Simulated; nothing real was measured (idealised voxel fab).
The document below concerns the process module designated voxel gate over fins.
This is section cut - it's 155 nm across, gridded in 5 nm square cells.
In what follows, cross-sections appear as grids of square cells, described through bands that run from the top down, where every band is one or more rows of cells. Top, bottom (nm), then materials left to right with widths (nm); lone material tagged "all across" fills the whole band edge to edge; "air" = empty space. Convention: height 0 is the level below which the wafer, as received, is all one material. The lowest band does not terminate at the bottom but continues downward, represented as "z 0 and below". You'd read "30->40" like this: the band's top row of cells is as wide as the first number, its bottom row is as wide as the second, and going down, every row changes width by the same amount as the row before did. The designation "remains unaltered", where it is given for a processing step, indicates that no cell of the cross-section was altered in the course of that step. "Sealed void listing" means: voids of 8 cells or more that are shut off from the top with no open way through. Written width x height at distance, distance from the left edge, in nm. Whatever follows a step's settings on its line is a remark the simulator itself makes about that step. overlay nm: how far to the right of its planned place the mask lay on this masked step (negative: to the left).
Steps in the process plan:
1 RECEIVE (material Si)
2 CONFORMAL_DEP (material SiN; thk nm 5)
3 PATTERN (tone cover; mask id FINS; material resist; width nm 15; pitch nm 35; thk nm 15; overlay nm 0)
4 DIRECTIONAL_ETCH (etch materials SiN; depth nm 5)
5 DIRECTIONAL_ETCH (etch materials Si; depth nm 30)
6 STRIP (etch materials resist)
7 OXIDIZE (depth nm 5)
8 FILL_DEP (material SiO2; thk nm 15)
9 CMP (height nm 5)
10 SELECTIVE_ETCH (etch materials SiO2; depth nm 15)
11 STRIP (etch materials SiN)
12 CONFORMAL_DEP (material HfO2; thk nm 5)
13 CONFORMAL_DEP (material TiN; thk nm 5)
14 FILL_DEP (material W; thk nm 10)
15 CMP (height nm 15)
16 CONFORMAL_DEP (material SiCN; thk nm 10)
Wafer, first of two, run as planned:
Here's what the wafer looked like in cross-section when it arrived - that's after step 1:
    z 0 and below | Si all across
    Sealed void listing: none
Once step 2 is through, the wafer looks like this in cross-section:
    z 5 to 0 | SiN all across
    Whatever lies below 0 is exactly as it was before.
Once step 3 is through, the wafer looks like this in cross-section:
    z 20 to 5 | air=50 | resist=15 | air=20 | resist=15 | air=55
    Whatever lies below 5 is exactly as it was before.
Once step 4 is through, the wafer looks like this in cross-section:
    z 20 to 5 | air=50 | resist=15 | air=20 | resist=15 | air=55
    z 5 to 0 | air=50 | SiN=15 | air=20 | SiN=15 | air=55
    Whatever lies below 0 is exactly as it was before.
Once step 5 is through, the wafer looks like this in cross-section:
    z 20 to 5 | air=50 | resist=15 | air=20 | resist=15 | air=55
    z 5 to 0 | air=50 | SiN=15 | air=20 | SiN=15 | air=55
    z 0 to -30 | air=50 | Si=15 | air=20 | Si=15 | air=55
    Whatever lies below -30 is exactly as it was before.
Once step 6 is through, the wafer looks like this in cross-section:
    z 5 to 0 | air=50 | SiN=15 | air=20 | SiN=15 | air=55
    Whatever lies below 0 is exactly as it was before.
Once step 7 is through, the wafer looks like this in cross-section:
    z 5 to 0 | air=50 | SiN=15 | air=20 | SiN=15 | air=55
    z 0 to -30 | air=50 | SiO2=5 | Si=5 | SiO2=5 | air=20 | SiO2=5 | Si=5 | SiO2=5 | air=55
    z -30 to -35 | SiO2=55 | Si=5 | SiO2=30 | Si=5 | SiO2=60
    Whatever lies below -35 is exactly as it was before.
Once step 8 is through, the wafer looks like this in cross-section:
    z 20 to 5 | SiO2 all across
    z 5 to 0 | SiO2=50 | SiN=15 | SiO2=20 | SiN=15 | SiO2=55
    z 0 to -35 | SiO2=55 | Si=5 | SiO2=30 | Si=5 | SiO2=60
    Whatever lies below -35 is exactly as it was before.
Once step 9 is through, the wafer looks like this in cross-section:
    z 5 to 0 | SiO2=50 | SiN=15 | SiO2=20 | SiN=15 | SiO2=55
    Whatever lies below 0 is exactly as it was before.
Once step 10 is through, the wafer looks like this in cross-section:
    z 5 to 0 | air=50 | SiN=15 | air=20 | SiN=15 | air=55
    z 0 to -10 | air=55 | Si=5 | air=30 | Si=5 | air=60
    Whatever lies below -10 is exactly as it was before.
Once step 11 is through, the wafer looks like this in cross-section:
    z 0 to -10 | air=55 | Si=5 | air=30 | Si=5 | air=60
    Whatever lies below -10 is exactly as it was before.
Once step 12 is through, the wafer looks like this in cross-section:
    z 5 to 0 | air=50 | HfO2=15 | air=20 | HfO2=15 | air=55
    z 0 to -5 | air=50 | HfO2=5 | Si=5 | HfO2=5 | air=20 | HfO2=5 | Si=5 | HfO2=5 | air=55
    z -5 to -10 | HfO2=55 | Si=5 | HfO2=30 | Si=5 | HfO2=60
    Whatever lies below -10 is exactly as it was before.
Once step 13 is through, the wafer looks like this in cross-section:
    z 10 to 5 | air=45 | TiN=25 | air=10 | TiN=25 | air=50
    z 5 to 0 | air=45 | TiN=5 | HfO2=15 | TiN=5 | air=10 | TiN=5 | HfO2=15 | TiN=5 | air=50
    z 0 to -5 | TiN=50 | HfO2=5 | Si=5 | HfO2=5 | TiN=20 | HfO2=5 | Si=5 | HfO2=5 | TiN=55
    Whatever lies below -5 is exactly as it was before.
Once step 14 is through, the wafer looks like this in cross-section:
    z 20 to 10 | W all across
    z 10 to 5 | W=45 | TiN=25 | W=10 | TiN=25 | W=50
    z 5 to 0 | W=45 | TiN=5 | HfO2=15 | TiN=5 | W=10 | TiN=5 | HfO2=15 | TiN=5 | W=50
    Whatever lies below 0 is exactly as it was before.
Once step 15 is through, the wafer looks like this in cross-section:
    z 15 to 10 | W all across
    Whatever lies below 10 is exactly as it was before.
Once step 16 is through, the wafer looks like this in cross-section:
    z 25 to 15 | SiCN all across
    Whatever lies below 15 is exactly as it was before.
Wafer two of the pair: same origin, same plan, one error during the run; identical to wafer one up to and including step 2:
Cross-section, second wafer, at the end time the plan gives for step 3:
    z 20 to 5 | air=50 | resist=20 | air=15 | resist=20 | air=50
    Whatever lies below 5 is exactly as it was before.
Cross-section, second wafer, at the end time the plan gives for step 4:
    z 20 to 5 | air=50 | resist=20 | air=15 | resist=20 | air=50
    z 5 to 0 | air=50 | SiN=20 | air=15 | SiN=20 | air=50
    Whatever lies below 0 is exactly as it was before.
Cross-section, second wafer, at the end time the plan gives for step 5:
    z 20 to 5 | air=50 | resist=20 | air=15 | resist=20 | air=50
    z 5 to 0 | air=50 | SiN=20 | air=15 | SiN=20 | air=50
    z 0 to -30 | air=50 | Si=20 | air=15 | Si=20 | air=50
    Whatever lies below -30 is exactly as it was before.
Cross-section, second wafer, at the end time the plan gives for step 6:
    z 5 to 0 | air=50 | SiN=20 | air=15 | SiN=20 | air=50
    Whatever lies below 0 is exactly as it was before.
Cross-section, second wafer, at the end time the plan gives for step 7:
    z 5 to 0 | air=50 | SiN=20 | air=15 | SiN=20 | air=50
    z 0 to -30 | air=50 | SiO2=5 | Si=10 | SiO2=5 | air=15 | SiO2=5 | Si=10 | SiO2=5 | air=50
    z -30 to -35 | SiO2=55 | Si=10 | SiO2=25 | Si=10 | SiO2=55
    Whatever lies below -35 is exactly as it was before.
Cross-section, second wafer, at the end time the plan gives for step 8:
    z 20 to 5 | SiO2 all across
    z 5 to 0 | SiO2=50 | SiN=20 | SiO2=15 | SiN=20 | SiO2=50
    z 0 to -35 | SiO2=55 | Si=10 | SiO2=25 | Si=10 | SiO2=55
    Whatever lies below -35 is exactly as it was before.
Cross-section, second wafer, at the end time the plan gives for step 9:
    z 5 to 0 | SiO2=50 | SiN=20 | SiO2=15 | SiN=20 | SiO2=50
    Whatever lies below 0 is exactly as it was before.
Cross-section, second wafer, at the end time the plan gives for step 10:
    z 5 to 0 | air=50 | SiN=20 | air=15 | SiN=20 | air=50
    z 0 to -10 | air=55 | Si=10 | air=25 | Si=10 | air=55
    Whatever lies below -10 is exactly as it was before.
Cross-section, second wafer, at the end time the plan gives for step 11:
    z 0 to -10 | air=55 | Si=10 | air=25 | Si=10 | air=55
    Whatever lies below -10 is exactly as it was before.
Cross-section, second wafer, at the end time the plan gives for step 12:
    z 5 to 0 | air=50 | HfO2=20 | air=15 | HfO2=20 | air=50
    z 0 to -5 | air=50 | HfO2=5 | Si=10 | HfO2=5 | air=15 | HfO2=5 | Si=10 | HfO2=5 | air=50
    z -5 to -10 | HfO2=55 | Si=10 | HfO2=25 | Si=10 | HfO2=55
    Whatever lies below -10 is exactly as it was before.
Cross-section, second wafer, at the end time the plan gives for step 13:
    z 10 to 5 | air=45 | TiN=30 | air=5 | TiN=30 | air=45
    z 5 to 0 | air=45 | TiN=5 | HfO2=20 | TiN=5 | air=5 | TiN=5 | HfO2=20 | TiN=5 | air=45
    z 0 to -5 | TiN=50 | HfO2=5 | Si=10 | HfO2=5 | TiN=15 | HfO2=5 | Si=10 | HfO2=5 | TiN=50
    Whatever lies below -5 is exactly as it was before.
Cross-section, second wafer, at the end time the plan gives for step 14:
    z 20 to 10 | W all across
    z 10 to 5 | W=45 | TiN=30 | W=5 | TiN=30 | W=45
    z 5 to 0 | W=45 | TiN=5 | HfO2=20 | TiN=5 | W=5 | TiN=5 | HfO2=20 | TiN=5 | W=45
    Whatever lies below 0 is exactly as it was before.
Cross-section, second wafer, at the end time the plan gives for step 15:
    z 15 to 10 | W all across
    Whatever lies below 10 is exactly as it was before.
Cross-section, second wafer, at the end time the plan gives for step 16:
    z 25 to 15 | SiCN all across
    Whatever lies below 15 is exactly as it was before.
Want to know what went wrong? step 3 ran differently from the plan; actual operation with settings: PATTERN (tone cover; mask id FINS; material resist; width nm 20; pitch nm 35; thk nm 15; overlay nm 0)
Final difference in cells, second wafer against first, listed per material as more or fewer: Si: 14 more; SiO2: 10 fewer; W: 4 fewer
